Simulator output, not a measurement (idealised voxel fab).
process module | voxel self aligned vias
cross-section cut | 175 nm wide | cells 5 nm
A cross-section is a grid of square cells, given in bands from the top down. A band is one or more rows of cells.
Each band's line starts with the height of the band's top and of its bottom, in nm. Then come its materials from left to right, each with its width in nm. One material with "throughout" fills the band from edge to edge. "air" is empty space.
Height 0 is the level under which the wafer as received is all one material. The lowest band goes on downwards, as in "0 down".
A width such as "30 to 40" changes by the same amount from each row of cells to the next, from the band's top row to its bottom row.
"no change" after a step means that no cell of the cross-section changed.
closed voids: empty space of 8 cells or more with no open way to the top, each as width x height at its distance from the left edge, in nm
after a step's settings: what the simulator itself notes on the step
overlay nm, on a step with a mask: how far to the right of its planned place the mask lay; to the left if negative
plan
1 op RECEIVE | material Si
2 op CONFORMAL_DEP | material SiO2 | thk nm 10
3 op CONFORMAL_DEP | material SiCN | thk nm 5
4 op DIRECTIONAL_DEP | material lowk | thk nm 30
5 op PATTERN | tone open | mask id LINES | material resist | width nm 30 | pitch nm 65 | thk nm 15 | overlay nm 0
6 op DIRECTIONAL_ETCH | etch materials lowk | depth nm 30
7 op STRIP | etch materials resist
8 op CONFORMAL_DEP | material TiN | thk nm 5
9 op FILL_DEP | material W | thk nm 10
10 op CMP | height nm 45
11 op SELECTIVE_ETCH | etch materials W Ru TiN | depth nm 10
12 op FILL_DEP | material SiN | thk nm 5
13 op CMP | height nm 45
14 op DIRECTIONAL_DEP | material lowk | thk nm 20
15 op PATTERN | tone open | mask id VIAS | material resist | width nm 40 | thk nm 20 | overlay nm 0
16 op DIRECTIONAL_ETCH | etch materials lowk | depth nm 20
17 op DIRECTIONAL_ETCH | etch materials SiN | depth nm 10
18 op STRIP | etch materials resist
19 op CONFORMAL_DEP | material TiN | thk nm 5
20 op FILL_DEP | material Cu | thk nm 10
21 op CMP | height nm 65
22 op CONFORMAL_DEP | material SiN | thk nm 5
as received, after step 1
  0 down: Si throughout
  closed voids: none
first wafer at the end, as planned
  70 to 65: SiN throughout
  65 to 50: lowk 35 | TiN 5 | Cu 30 | TiN 5 | lowk 100
  50 to 45: lowk 35 | TiN 10 | Cu 20 | TiN 10 | lowk 100
  45 to 40: lowk 40 | TiN 5 | Cu 20 | TiN 5 | lowk 35 | SiN 30 | lowk 40
  40 to 35: lowk 40 | TiN 30 | lowk 35 | SiN 30 | lowk 40
  35 to 20: lowk 40 | TiN 5 | W 20 | TiN 5 | lowk 35 | TiN 5 | W 20 | TiN 5 | lowk 40
  20 to 15: lowk 40 | TiN 30 | lowk 35 | TiN 30 | lowk 40
  15 to 10: SiCN throughout
  10 to 0: SiO2 throughout
  0 down: Si throughout
  closed voids: none
second wafer at the end: like start, like plan, one mistake
  85 to 80: SiN throughout
  80 to 70: Cu throughout
  70 to 65: TiN 40 | Cu 30 | TiN 105
  65 to 50: lowk 35 | TiN 5 | Cu 30 | TiN 5 | lowk 100
  50 to 45: lowk 35 | TiN 10 | Cu 20 | TiN 10 | lowk 100
  45 to 40: lowk 40 | TiN 5 | Cu 20 | TiN 5 | lowk 35 | SiN 30 | lowk 40
  40 to 35: lowk 40 | TiN 30 | lowk 35 | SiN 30 | lowk 40
  35 to 20: lowk 40 | TiN 5 | W 20 | TiN 5 | lowk 35 | TiN 5 | W 20 | TiN 5 | lowk 40
  20 to 15: lowk 40 | TiN 30 | lowk 35 | TiN 30 | lowk 40
  15 to 10: SiCN throughout
  10 to 0: SiO2 throughout
  0 down: Si throughout
  closed voids: none
what went wrong: step 21 was left out
at the end the second wafer has, in cells: 76 more of Cu | 29 more of TiN
